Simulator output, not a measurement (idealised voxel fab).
voxel gate over fins: a process module
It is cross-section cut that appears here, measuring 230 nm in width, its square cells being 5 nm in size.
Cross-section = grid of square cells, listed top down in bands; band = one or more rows.
Top height, bottom height, nm. Materials left to right, width each, nm. Single material + "all across" = fills band edge to edge. "air" = empty.
Beneath 0, the wafer as received is one material, and that level is where height counting begins. The lowest band goes on downward without a bottom; it is written like "0 down".
Top row gets the first number, bottom row gets the second, and each row in between changes by the same step: that is how a band width like "30 to 40" works.
When a step is marked "nothing changed", none of the cells in the cross-section changed during that step.
"Trapped cavities" enumerates empty spaces isolated from the top, with no open way to it, that contain at least 8 cells, giving each as width x height at distance from the left edge, all three in nm.
That trailing text on a step's line, after the settings, is the simulator's own remark on the step.
For masked steps, "overlay nm" on the step line gives how far right of plan the mask actually lay; a minus sign means it lay to the left.

### So here's the lineup of process steps we planned
| 1 | RECEIVE | material Si |
| 2 | CONFORMAL_DEP | material SiN | thk nm 10 |
| 3 | MASKED_ETCH | tone cover | mask id FINS | width nm 15 | pitch nm 50 | etch materials SiN | depth nm 10 | overlay nm 0 |
| 4 | MASKED_ETCH | tone cover | mask id FINS | width nm 15 | pitch nm 50 | etch materials Si | depth nm 35 | overlay nm 0 |
| 5 | FILL_DEP | material SiO2 | thk nm 5 |
| 6 | CMP | height nm 10 |
| 7 | MASKED_ETCH | tone open | mask id RAIL | width nm 15 | etch materials SiO2 | depth nm 40 | overlay nm 0 |
| 8 | CONFORMAL_DEP | material TiN | thk nm 5 |
| 9 | FILL_DEP | material Ru | thk nm 10 |
| 10 | CMP | height nm 10 |
| 11 | SELECTIVE_ETCH | etch materials W Ru TiN | depth nm 25 |
| 12 | FILL_DEP | material SiO2 | thk nm 5 |
| 13 | CMP | height nm 10 |
| 14 | SELECTIVE_ETCH | etch materials SiO2 | depth nm 25 |
| 15 | STRIP | etch materials SiN |
| 16 | CONFORMAL_DEP | material HfO2 | thk nm 5 |
| 17 | CONFORMAL_DEP | material TiN | thk nm 5 |
| 18 | CONFORMAL_DEP | material TiAl | thk nm 5 |
| 19 | CONFORMAL_DEP | material TiN | thk nm 5 |
| 20 | FILL_DEP | material W | thk nm 10 |
| 21 | CMP | height nm 25 |
| 22 | CONFORMAL_DEP | material SiCN | thk nm 5 |
Where the wafers of this document differ is in the depth nm of step 11; they start out the same, and the plan states the value that applied to the first wafer.

### The first of several wafers, as received after step 1, seen in section
	0 down | Si all across
	Trapped cavities: none

### Gained (+) or lost (-) cells of each material since receipt, then closed voids: one row per wafer, at the end of the module
depth nm 25, +58 HfO2, +2 Ru, -280 Si, +46 SiCN, +151 SiO2, +58 TiAl, +120 TiN, +121 W, Trapped cavities: none
depth nm 30, +58 HfO2, +1 Ru, -280 Si, +46 SiCN, +154 SiO2, +58 TiAl, +118 TiN, +121 W, Trapped cavities: none
depth nm 35, +58 HfO2, -280 Si, +46 SiCN, +157 SiO2, +58 TiAl, +116 TiN, +121 W, Trapped cavities: none
depth nm 40, +58 HfO2, -280 Si, +46 SiCN, +160 SiO2, +58 TiAl, +113 TiN, +121 W, Trapped cavities: none
depth nm 45, +58 HfO2, -280 Si, +46 SiCN, +160 SiO2, +58 TiAl, +113 TiN, +121 W, Trapped cavities: none
depth nm 50, +58 HfO2, -280 Si, +46 SiCN, +160 SiO2, +58 TiAl, +113 TiN, +121 W, Trapped cavities: none
